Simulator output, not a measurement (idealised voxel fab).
Name of the process module below: voxel self aligned vias
This is section cut - it's 295 nm across, gridded in 5 nm square cells.
A cross-section is a grid of square cells, given in bands from the top down. A band is one or more rows of cells.
Band: top height; bottom height; in nm. Then, left to right: material with width in nm, for each material. "everywhere": a single material spanning edge to edge. "air": empty space.
Measure heights from 0. That's the level where, below it, the as-received wafer is all one material. The lowest band is bottomless and extends downward; write it as in "from 0 down".
A width given as "30->40" starts at the first number in the band's top row and ends at the second number in its bottom row, shifting by an equal amount at every step from row to row.
It should be understood that the words "no change occurred", when stated for a given step, signify that the cross-section underwent no change in any of its cells during that step.
Empty spaces counting at least 8 cells and having no open way to the top are listed in "Voids, fully enclosed". The notation width x height at distance is used for each, the distance being from the left edge and all three values in nm.
Heads up: the bit after the settings on a step's line is the simulator's remark on that step.
Regarding "overlay nm": on a step with a mask, it is the distance the mask lay to the right of its planned place; a negative value places it to the left.

## This section lists the process steps that were planned
1: RECEIVE, material Si
2: CONFORMAL_DEP, material SiO2, thk nm 10
3: CONFORMAL_DEP, material SiCN, thk nm 5
4: DIRECTIONAL_DEP, material SiO2, thk nm 25
5: MASKED_ETCH, tone open, mask id LINES, width nm 20, pitch nm 55, etch materials SiO2, depth nm 25, overlay nm 0
6: CONFORMAL_DEP, material TiN, thk nm 5
7: FILL_DEP, material W, thk nm 10
8: CMP, height nm 40
9: SELECTIVE_ETCH, etch materials W Ru TiN, depth nm 10
10: FILL_DEP, material SiN, thk nm 10
11: CMP, height nm 40
12: DIRECTIONAL_DEP, material SiO2, thk nm 20
13: MASKED_ETCH, tone open, mask id VIAS, width nm 40, pitch nm 55, etch materials SiO2, depth nm 20, overlay nm 0
14: MASKED_ETCH, tone open, mask id VIAS, width nm 40, pitch nm 55, etch materials SiN, depth nm 10, overlay nm 0
15: CONFORMAL_DEP, material TiN, thk nm 5
16: FILL_DEP, material Cu, thk nm 10
17: CMP, height nm 60
18: CONFORMAL_DEP, material SiCN, thk nm 5

## Cross-sectional view of the wafer in its as-received condition, corresponding to the state after step 1
  from 0 down = Si everywhere
  Voids, fully enclosed: none

## Wafer cross-section at module end: first of two, run to plan
  from 65 to 60 = SiCN everywhere
  from 60 to 45 = SiO2 70 nm, then TiN 5 nm, then Cu 30 nm, then TiN 5 nm, then SiO2 15 nm, then TiN 5 nm, then Cu 30 nm, then TiN 5 nm, then SiO2 15 nm, then TiN 5 nm, then Cu 30 nm, then TiN 5 nm, then SiO2 75 nm
  from 45 to 35 = SiO2 70->80 nm, then TiN 15->5 nm, then Cu 10 nm, then TiN 15->5 nm, then SiO2 15->35 nm, then TiN 15->5 nm, then Cu 10 nm, then TiN 15->5 nm, then SiO2 15->35 nm, then TiN 15->5 nm, then Cu 10 nm, then TiN 15->5 nm, then SiO2 75->85 nm
  from 35 to 30 = SiO2 80 nm, then TiN 20 nm, then SiO2 35 nm, then TiN 20 nm, then SiO2 35 nm, then TiN 20 nm, then SiO2 85 nm
  from 30 to 20 = SiO2 80 nm, then TiN 5 nm, then W 10 nm, then TiN 5 nm, then SiO2 35 nm, then TiN 5 nm, then W 10 nm, then TiN 5 nm, then SiO2 35 nm, then TiN 5 nm, then W 10 nm, then TiN 5 nm, then SiO2 85 nm
  from 20 to 15 = SiO2 80 nm, then TiN 20 nm, then SiO2 35 nm, then TiN 20 nm, then SiO2 35 nm, then TiN 20 nm, then SiO2 85 nm
  from 15 to 10 = SiCN everywhere
  from 10 to 0 = SiO2 everywhere
  from 0 down = Si everywhere
  Voids, fully enclosed: none

## End-of-module cross-section of the second wafer: identical starting point and process plan to the first, with one processing mistake
  from 65 to 60 = SiCN everywhere
  from 60 to 45 = SiO2 70 nm, then TiN 5 nm, then Cu 30 nm, then TiN 5 nm, then SiO2 15 nm, then TiN 5 nm, then Cu 30 nm, then TiN 5 nm, then SiO2 15 nm, then TiN 5 nm, then Cu 30 nm, then TiN 5 nm, then SiO2 75 nm
  from 45 to 35 = SiO2 70->80 nm, then TiN 15->5 nm, then Cu 10 nm, then TiN 15->5 nm, then SiO2 15->35 nm, then TiN 15->5 nm, then Cu 10 nm, then TiN 15->5 nm, then SiO2 15->35 nm, then TiN 15->5 nm, then Cu 10 nm, then TiN 15->5 nm, then SiO2 75->85 nm
  from 35 to 30 = SiO2 80 nm, then TiN 20 nm, then SiO2 35 nm, then TiN 20 nm, then SiO2 35 nm, then TiN 20 nm, then SiO2 85 nm
  from 30 to 25 = SiO2 80 nm, then SiN 20 nm, then SiO2 35 nm, then SiN 20 nm, then SiO2 35 nm, then SiN 20 nm, then SiO2 85 nm
  from 25 to 20 = SiO2 80 nm, then TiN 5 nm, then W 10 nm, then TiN 5 nm, then SiO2 35 nm, then TiN 5 nm, then W 10 nm, then TiN 5 nm, then SiO2 35 nm, then TiN 5 nm, then W 10 nm, then TiN 5 nm, then SiO2 85 nm
  from 20 to 15 = SiO2 80 nm, then TiN 20 nm, then SiO2 35 nm, then TiN 20 nm, then SiO2 35 nm, then TiN 20 nm, then SiO2 85 nm
  from 15 to 10 = SiCN everywhere
  from 10 to 0 = SiO2 everywhere
  from 0 down = Si everywhere
  Voids, fully enclosed: none
Here's what went sideways: planned and actual differ for step 9; actual: SELECTIVE_ETCH, etch materials W Ru TiN, depth nm 15
Looking at both finished wafers in cells, the second ends up ahead of or behind the first on some materials: SiN +12; TiN -6; W -6
